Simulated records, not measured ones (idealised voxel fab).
Title: Process Module voxel self aligned contacts
Section cut is 210 nm wide and gridded with 5 nm square cells.
Cross-section, as written here: a square-cell grid given band by band from the top down, where a band holds one or more rows of cells. This entry defines a band. It first specifies the height of the band's top and the height of its bottom in nm, and then specifies the band's materials from left to right, stating each material with its width in nm. The word "all across" identifies a single material that fills the band from edge to edge, while the word "blank" identifies empty space. Note: height 0 marks the level under which the wafer is uniformly one material as received. Lowest band unbounded below, written "z 0 and below". The two numbers in a width such as "30->40" mark its ends across the band: the first belongs to the top row of cells, the second to the bottom row, and from each row to the next the width moves by the same amount. "no change" (step): cross-section cells unchanged, all of them. Empty spaces counting at least 8 cells and having no open way to the top are listed in "Enclosed void entries". The notation width x height at distance is used for each, the distance being from the left edge and all three values in nm. Post-settings text on a step line: simulator's own remark regarding the step. When a step includes a mask, the "overlay nm" setting on its line states how far to the right of its planned place that mask lay, and negative values state how far to the left.

**Planned step list for the process**
step 1: RECEIVE | material Si
step 2: CONFORMAL_DEP | material SiO2 | thk nm 5
step 3: DIRECTIONAL_DEP | material polySi | thk nm 20
step 4: DIRECTIONAL_DEP | material SiN | thk nm 15
step 5: DIRECTIONAL_DEP | material aC | thk nm 15
step 6: PATTERN | tone cover | mask id GATE | material resist | width nm 30 | pitch nm 55 | thk nm 30 | overlay nm 0
step 7: DIRECTIONAL_ETCH | etch materials aC | depth nm 15
step 8: STRIP | etch materials resist
step 9: DIRECTIONAL_ETCH | etch materials SiN | depth nm 15
step 10: DIRECTIONAL_ETCH | etch materials polySi | depth nm 20
step 11: STRIP | etch materials aC
step 12: CONFORMAL_DEP | material SiN | thk nm 5
step 13: DIRECTIONAL_ETCH | etch materials SiN | depth nm 5
step 14: FILL_DEP | material SiO2 | thk nm 20
step 15: CMP | height nm 50
step 16: DIRECTIONAL_DEP | material aC | thk nm 10
step 17: PATTERN | tone open | mask id CONTACT | material resist | width nm 35 | thk nm 30 | overlay nm 0
step 18: DIRECTIONAL_ETCH | etch materials aC | depth nm 10
step 19: STRIP | etch materials resist
step 20: DIRECTIONAL_ETCH | etch materials SiO2 | depth nm 50
step 21: STRIP | etch materials aC
step 22: CONFORMAL_DEP | material TiN | thk nm 5
step 23: FILL_DEP | material W | thk nm 10
step 24: CMP | height nm 50
step 25: CONFORMAL_DEP | material SiN | thk nm 5

**Wafer at receipt (post step 1), cross-section**
    z 0 and below: Si all across
    Enclosed void entries: none

**First of two wafers at the end of the module, shown in cross-section; run carried out as planned**
    z 55 to 50: SiN all across
    z 50 to 40: SiO2: 85, TiN: 5->15, W: 25->5, TiN: 5->15, SiO2: 90
    z 40 to 25: SiO2: 55, SiN: 40, TiN: 5, W: 5, TiN: 5, SiN: 40, SiO2: 60
    z 25 to 5: SiO2: 55, SiN: 5, polySi: 30, SiN: 5, TiN: 5, W: 5, TiN: 5, SiN: 5, polySi: 30, SiN: 5, SiO2: 60
    z 5 to 0: SiO2: 95, TiN: 15, SiO2: 100
    z 0 and below: Si all across
    Enclosed void entries: none

**Second wafer through the module, sectioned at the end: same beginning and same plan as the first wafer, with one mistake in carrying it out**
    z 55 to 50: SiN all across
    z 50 to 45: SiO2: 85, TiN: 15, W: 5, TiN: 15, SiO2: 90
    z 45 to 35: SiO2: 55, SiN: 40, TiN: 5, W: 5, TiN: 5, SiN: 40, SiO2: 60
    z 35 to 30: SiO2: 55, SiN: 40, TiN: 15, SiN: 40, SiO2: 60
    z 30 to 25: SiN all across
    z 25 to 5: polySi all across
    z 5 to 0: SiO2 all across
    z 0 and below: Si all across
    Enclosed void entries: none
What broke from the plan during processing? not per plan at step 4, really ran DIRECTIONAL_DEP | material SiN | thk nm 20
Heads up, by the end the second wafer has more or fewer cells of some materials compared to the first: SiN: 26 more, SiO2: 124 fewer, TiN: 12 fewer, W: 10 fewer, polySi: 120 more
